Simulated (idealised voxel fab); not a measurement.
process module | voxel capacitor over wiring
cross-section cut | 275 nm wide | cells 5 nm
A cross-section is a grid of square cells, given in bands from the top down. A band is one or more rows of cells.
Each band's line starts with the height of the band's top and of its bottom, in nm. Then come its materials from left to right, each with its width in nm. One material with "throughout" fills the band from edge to edge. "air" is empty space.
Height 0 is the level under which the wafer as received is all one material. The lowest band goes on downwards, as in "0 down".
A width such as "30 to 40" changes by the same amount from each row of cells to the next, from the band's top row to its bottom row.
"no change" after a step means that no cell of the cross-section changed.
closed voids: empty space of 8 cells or more with no open way to the top, each as width x height at its distance from the left edge, in nm
after a step's settings: what the simulator itself notes on the step
overlay nm, on a step with a mask: how far to the right of its planned place the mask lay; to the left if negative
plan
1 op RECEIVE | material Si
2 op CONFORMAL_DEP | material SiO2 | thk nm 15
3 op DIRECTIONAL_DEP | material TiN | thk nm 5
4 op DIRECTIONAL_DEP | material W | thk nm 20
5 op MASKED_ETCH | tone cover | mask id METAL_1 | width nm 30 | pitch nm 95 | etch materials W | depth nm 20 | overlay nm 0
6 op MASKED_ETCH | tone cover | mask id METAL_1 | width nm 30 | pitch nm 95 | etch materials TiN | depth nm 5 | overlay nm 0
7 op CONFORMAL_DEP | material SiCN | thk nm 5
8 op FILL_DEP | material lowk | thk nm 10
9 op CMP | height nm 40
10 op CONFORMAL_DEP | material SiCN | thk nm 5
11 op DIRECTIONAL_DEP | material SiO2 | thk nm 15
12 op PATTERN | tone open | mask id PLUG_1 | material resist | width nm 15 | thk nm 20 | overlay nm 0
13 op DIRECTIONAL_ETCH | etch materials SiO2 | depth nm 15
14 op DIRECTIONAL_ETCH | etch materials SiCN | depth nm 5
15 op STRIP | etch materials resist
16 op CONFORMAL_DEP | material TiN | thk nm 5
17 op FILL_DEP | material Cu | thk nm 5
18 op CMP | height nm 60
19 op DIRECTIONAL_DEP | material TiN | thk nm 5
20 op DIRECTIONAL_DEP | material Al2O3 | thk nm 5
21 op DIRECTIONAL_DEP | material TiN | thk nm 10
22 op DIRECTIONAL_DEP | material aC | thk nm 10
23 op PATTERN | tone cover | mask id UPPER_PLATE | material resist | width nm 70 | thk nm 30 | overlay nm 0
24 op DIRECTIONAL_ETCH | etch materials aC | depth nm 10
25 op STRIP | etch materials resist
26 op DIRECTIONAL_ETCH | etch materials TiN | depth nm 10
27 op DIRECTIONAL_ETCH | etch materials Al2O3 | depth nm 5
28 op STRIP | etch materials aC
29 op MASKED_ETCH | tone cover | mask id LOWER_PLATE | width nm 80 | etch materials TiN | depth nm 5 | overlay nm 0
30 op FILL_DEP | material SiO2 | thk nm 20
31 op CMP | height nm 95
32 op DIRECTIONAL_DEP | material aC | thk nm 10
33 op PATTERN | tone open | mask id PLUG_2 | material resist | width nm 15 | thk nm 30 | overlay nm 0
34 op DIRECTIONAL_ETCH | etch materials aC | depth nm 10
35 op STRIP | etch materials resist
36 op DIRECTIONAL_ETCH | etch materials SiO2 | depth nm 15
37 op STRIP | etch materials aC
38 op CONFORMAL_DEP | material TiN | thk nm 5
39 op FILL_DEP | material Ru | thk nm 5
40 op CMP | height nm 95
41 op CONFORMAL_DEP | material SiCN | thk nm 5
as received, after step 1
  0 down: Si throughout
  closed voids: none
first wafer at the end, as planned
  100 to 95: SiCN throughout
  95 to 85: SiO2 100 | TiN 5 | Ru 5 | TiN 5 | SiO2 160
  85 to 80: SiO2 100 | TiN 15 | SiO2 160
  80 to 70: SiO2 90 | TiN 70 | SiO2 115
  70 to 65: SiO2 90 | Al2O3 70 | SiO2 115
  65 to 60: SiO2 85 | TiN 80 | SiO2 110
  60 to 45: SiO2 90 | TiN 5 | Cu 5 | TiN 5 | SiO2 170
  45 to 40: SiCN 90 | TiN 15 | SiCN 170
  40 to 20: lowk 70 | SiCN 5 | W 30 | SiCN 5 | lowk 55 | SiCN 5 | W 30 | SiCN 5 | lowk 70
  20 to 15: SiCN 75 | TiN 30 | SiCN 65 | TiN 30 | SiCN 75
  15 to 0: SiO2 throughout
  0 down: Si throughout
  closed voids: none
second wafer at the end: like start, like plan, one mistake
  100 to 95: SiCN throughout
  95 to 85: SiO2 100 | TiN 5 | Ru 5 | TiN 5 | SiO2 160
  85 to 80: SiO2 100 | TiN 15 | SiO2 160
  80 to 70: SiO2 90 | TiN 70 | SiO2 115
  70 to 65: SiO2 90 | Al2O3 70 | SiO2 115
  65 to 60: SiO2 85 | TiN 80 | SiO2 110
  60 to 45: SiO2 90 | TiN 5 | Cu 5 | TiN 5 | SiO2 170
  45 to 40: SiCN 90 | TiN 15 | SiCN 170
  40 to 35: lowk 70 | SiCN 5 | W 30 | SiCN 5 | lowk 55 | SiCN 5 | W 30 | SiCN 5 | lowk 70
  35 to 30: SiCN 75 | TiN 30 | SiCN 65 | TiN 30 | SiCN 75
  30 to 0: SiO2 throughout
  0 down: Si throughout
  closed voids: none
what went wrong: step 2 was run twice
at the end the second wafer has, in cells: 12 fewer of SiCN | 165 more of SiO2 | 36 fewer of W | 117 fewer of lowk
